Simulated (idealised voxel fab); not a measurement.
process module | voxel released beams
cross-section cut | 165 nm wide | cells 5 nm
A cross-section is a grid of square cells, given in bands from the top down. A band is one or more rows of cells.
Each band's line starts with the height of the band's top and of its bottom, in nm. Then come its materials from left to right, each with its width in nm. One material with "throughout" fills the band from edge to edge. "air" is empty space.
Height 0 is the level under which the wafer as received is all one material. The lowest band goes on downwards, as in "0 down".
A width such as "30 to 40" changes by the same amount from each row of cells to the next, from the band's top row to its bottom row.
"no change" after a step means that no cell of the cross-section changed.
closed voids: empty space of 8 cells or more with no open way to the top, each as width x height at its distance from the left edge, in nm
after a step's settings: what the simulator itself notes on the step
overlay nm, on a step with a mask: how far to the right of its planned place the mask lay; to the left if negative
plan
1 op RECEIVE | material Si
2 op CONFORMAL_DEP | material Al2O3 | thk nm 5
3 op DIRECTIONAL_DEP | material SiO2 | thk nm 20
4 op PATTERN | tone open | mask id ANCHOR | material resist | width nm 35 | thk nm 15 | overlay nm 0
5 op DIRECTIONAL_ETCH | etch materials SiO2 | depth nm 20
6 op STRIP | etch materials resist
7 op CONFORMAL_DEP | material W | thk nm 10
8 op DIRECTIONAL_DEP | material aC | thk nm 10
9 op PATTERN | tone cover | mask id BEAM | material resist | width nm 120 | thk nm 30 | overlay nm 0
10 op DIRECTIONAL_ETCH | etch materials aC | depth nm 10
11 op STRIP | etch materials resist
12 op DIRECTIONAL_ETCH | etch materials W | depth nm 10
13 op STRIP | etch materials aC
14 op STRIP | etch materials SiO2
as received, after step 1
  0 down: Si throughout
  closed voids: none
a wafer at the end: this start, this plan, one mistake
  30 to 20: air 20 | W 15 | air 15 | W 90 | air 25
  20 to 15: air 25 | W 10 | air 15 | W 10 | air 105
  15 to 5: air 25 | W 35 | air 105
  5 to 0: Al2O3 throughout
  0 down: Si throughout
  closed voids: none
what went wrong: step 3 ran as: op DIRECTIONAL_DEP | material SiO2 | thk nm 15
